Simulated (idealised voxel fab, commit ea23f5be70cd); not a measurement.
Documented hereafter: the process module known as voxel lift off.
For reference, the cross-section in this document is cut, with width 245 nm and square cells of 5 nm.
Format of a cross-section: grid, square cells. Given as bands. Order: top down. Band: one or more rows of cells. This entry defines a band. It first specifies the height of the band's top and the height of its bottom in nm, and then specifies the band's materials from left to right, stating each material with its width in nm. The word "full width" identifies a single material that fills the band from edge to edge, while the word "air" identifies empty space. A quick word on heights: they are counted from 0, and under that level the wafer as it came to us is one material throughout. The lowest band is different from the rest in having no bottom; it simply continues downward, written as in "0 and below". Width spec "30..40" -> top row of cells at first value, bottom row at second value, equal per-row change in between. When a step is marked "stayed the same", none of the cells in the cross-section changed during that step. Look at "Completely sealed voids" for the closed voids: empty spaces with no open path to the top, sized 8 cells or up. Each is width x height at distance, distance from the left edge, all nm. Formally, on a step line, whatever follows the settings is a remark that the simulator itself makes on the step. overlay nm: where the mask lay relative to plan, measured to the right, on steps with a mask; negatives go left.
The process steps that were planned are listed below:
step 1: RECEIVE: material Si
step 2: CONFORMAL_DEP: material SiO2, thk nm 10
step 3: PATTERN: tone open, mask id LINES, material resist, width nm 30, pitch nm 45, thk nm 30, overlay nm 0
step 4: DIRECTIONAL_DEP: material Ru, thk nm 15
step 5: STRIP: etch materials resist
step 6: CONFORMAL_DEP: material SiCN, thk nm 5
Here's what the wafer looked like in cross-section when it arrived - that's after step 1:
  0 and below | Si full width
  Completely sealed voids: none
Cross-section taken at module completion on the first of two wafers; processed per the plan:
  30 down to 25 | 55 air, then 40 SiCN, then 5 air, then 40 SiCN, then 5 air, then 40 SiCN, then 60 air
  25 down to 15 | 55 air, then 5 SiCN, then 30 Ru, then 5 SiCN, then 5 air, then 5 SiCN, then 30 Ru, then 5 SiCN, then 5 air, then 5 SiCN, then 30 Ru, then 5 SiCN, then 60 air
  15 down to 10 | 60 SiCN, then 30 Ru, then 15 SiCN, then 30 Ru, then 15 SiCN, then 30 Ru, then 65 SiCN
  10 down to 0 | SiO2 full width
  0 and below | Si full width
  Completely sealed voids: none
End-of-module cross-section of the second wafer: identical starting point and process plan to the first, with one processing mistake:
  20 down to 15 | 55 air, then 40 SiCN, then 5 air, then 40 SiCN, then 5 air, then 40 SiCN, then 60 air
  15 down to 5 | 55 air, then 5 SiCN, then 30 Ru, then 5 SiCN, then 5 air, then 5 SiCN, then 30 Ru, then 5 SiCN, then 5 air, then 5 SiCN, then 30 Ru, then 5 SiCN, then 60 air
  5 down to 0 | 60 SiCN, then 30 Ru, then 15 SiCN, then 30 Ru, then 15 SiCN, then 30 Ru, then 65 SiCN
  0 and below | Si full width
  Completely sealed voids: none
What went wrong in running the wafer? step 2 was left out
End of process, cell counts, second wafer against first, materials with more or fewer: 98 fewer of SiO2
